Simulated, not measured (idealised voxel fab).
Process module heading - voxel self aligned contacts
Shown is cross-section cut, with a width of 250 nm and square cells of size 5 nm.
A cross-section in this document is a grid of square cells, and it is written down as bands, the top band listed before the ones below it; a band is made up of one or more rows of cells. Band entry format. Leading values: height of top, height of bottom, nm. Remainder: materials in left-to-right order, each with its width in nm. Special words: "all across" on a single material, which then fills the band edge to edge; "empty", empty space. Measure heights from 0. That's the level where, below it, the as-received wafer is all one material. The lowest band is bottomless and extends downward; write it as in "top 0, no bottom". A width given as "30..40" starts at the first number in the band's top row and ends at the second number in its bottom row, shifting by an equal amount at every step from row to row. "stayed the same" means the step left every cell of the cross-section as it was. What "Fully closed voids" gives you is every empty space of 8 cells or more that is cut off from the top. Each appears as width x height at distance, with the distance taken from the left edge and width, height and distance all in nm. Past the settings on a step's line: simulator remark, on that step. overlay nm: step with mask; distance mask lay right of planned place; negative value = left of planned place.

So here's the lineup of process steps we planned:
step 1: RECEIVE (material Si)
step 2: OXIDIZE (depth nm 5)
step 3: DIRECTIONAL_DEP (material polySi; thk nm 25)
step 4: DIRECTIONAL_DEP (material SiN; thk nm 25)
step 5: DIRECTIONAL_DEP (material aC; thk nm 15)
step 6: PATTERN (tone cover; mask id GATE; material resist; width nm 25; pitch nm 65; thk nm 30; overlay nm 0)
step 7: DIRECTIONAL_ETCH (etch materials aC; depth nm 15)
step 8: STRIP (etch materials resist)
step 9: DIRECTIONAL_ETCH (etch materials SiN; depth nm 25)
step 10: DIRECTIONAL_ETCH (etch materials polySi; depth nm 25)
step 11: STRIP (etch materials aC)
step 12: CONFORMAL_DEP (material SiN; thk nm 10)
step 13: DIRECTIONAL_ETCH (etch materials SiN; depth nm 10)
step 14: FILL_DEP (material SiO2; thk nm 15)
step 15: CMP (height nm 60)
step 16: PATTERN (tone open; mask id CONTACT; material resist; width nm 50; pitch nm 65; thk nm 20; overlay nm 0)
step 17: DIRECTIONAL_ETCH (etch materials SiO2; depth nm 65)
step 18: STRIP (etch materials resist)
step 19: CONFORMAL_DEP (material TiN; thk nm 5)
step 20: FILL_DEP (material W; thk nm 5)
step 21: CMP (height nm 60)
step 22: CONFORMAL_DEP (material SiN; thk nm 5)

Cross-section of the wafer as it came to us, i.e., already through step 1:
top 0, no bottom  Si all across
Fully closed voids: none

Module complete, cross-section. Starting point and plan per above. One mistake made in running the module:
top 65, bottom 60  SiN all across
top 60, bottom 50  SiO2 65 nm | TiN 5..15 nm | W 40..20 nm | TiN 5..15 nm | SiO2 15 nm | TiN 5..15 nm | W 40..20 nm | TiN 5..15 nm | SiO2 70 nm
top 50, bottom 25  SiO2 40 nm | SiN 35 nm | TiN 5 nm | W 20 nm | TiN 5 nm | SiN 35 nm | TiN 5 nm | W 20 nm | TiN 5 nm | SiN 35 nm | SiO2 45 nm
top 25, bottom 0  SiO2 40 nm | SiN 10 nm | polySi 15 nm | SiN 10 nm | TiN 5 nm | W 20 nm | TiN 5 nm | SiN 10 nm | polySi 15 nm | SiN 10 nm | TiN 5 nm | W 20 nm | TiN 5 nm | SiN 10 nm | polySi 15 nm | SiN 10 nm | SiO2 45 nm
top 0, bottom -5  SiO2 75 nm | TiN 30 nm | SiO2 35 nm | TiN 30 nm | SiO2 80 nm
top -5, no bottom  Si all across
Fully closed voids: none
Run error: the process deviated at step 6: the operation and settings actually run there were PATTERN (tone cover; mask id GATE; material resist; width nm 15; pitch nm 65; thk nm 30; overlay nm 0)
